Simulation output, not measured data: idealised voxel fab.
This section sets out a process module, namely voxel double patterning.
Shown is cross-section cut, with a width of 260 nm and square cells of size 5 nm.
When this document writes out a cross-section, it uses a grid of square cells and lists it as bands, beginning at the top and moving down, with a band standing for one or more rows of cells. Heights first: top, then bottom, in nm. Then materials, left to right, each with a width in nm. "full width" on a single material: fills the band edge to edge. "empty": empty space. Heights from 0 (as-received wafer is one material below). Bottom band endless downward, as "top 0, no bottom". Graded width ("30..40"): value in top row of band = first number; value in bottom row = second number; row-to-row change constant. Any step labelled "all unchanged" changed none of the cells in the cross-section. You'll see "Trapped voids" listing empty spaces that have no way open to the top, as long as they're 8 cells or more; the notation is width x height at distance, where the distance is from the left edge, and all of it is in nm. Whatever follows a step's settings on its line is a remark the simulator itself makes about that step. A step's line can hold "overlay nm"; with a mask on that step, the setting says how far right of the planned place the mask lay, while a negative setting says it lay to the left.
Set out below are the planned steps of the process:
1. RECEIVE,material Si
2. CONFORMAL_DEP,material SiO2,thk nm 5
3. DIRECTIONAL_DEP,material TiN,thk nm 20
4. DIRECTIONAL_DEP,material SiCN,thk nm 10
5. DIRECTIONAL_DEP,material aC,thk nm 15
6. PATTERN,tone open,mask id FIRST,material resist,width nm 15,pitch nm 50,thk nm 30,overlay nm 0
7. DIRECTIONAL_ETCH,etch materials aC,depth nm 15
8. STRIP,etch materials resist
9. DIRECTIONAL_ETCH,etch materials SiCN,depth nm 10
10. STRIP,etch materials aC
11. MASKED_ETCH,tone open,mask id SECOND,width nm 15,etch materials SiCN,depth nm 10,overlay nm 0
12. DIRECTIONAL_ETCH,etch materials TiN,depth nm 20
13. STRIP,etch materials SiCN
Cross-sectional view of the wafer in its as-received condition, corresponding to the state after step 1:
- top 0, no bottom  Si full width
- Trapped voids: none
Here's the wafer cut in cross-section after the module, started and planned just like above, except one thing was done wrong in the run:
- top 25, bottom 5  95 nm TiN, 20 nm empty, 5 nm TiN, 15 nm empty, 10 nm TiN, 20 nm empty, 95 nm TiN
- top 5, bottom 0  SiO2 full width
- top 0, no bottom  Si full width
- Trapped voids: none
The mistake made against the process plan was this: so step 6 ended up running with a different setting than we planned, it ran as PATTERN,tone open,mask id FIRST,material resist,width nm 20,pitch nm 50,thk nm 30,overlay nm 0
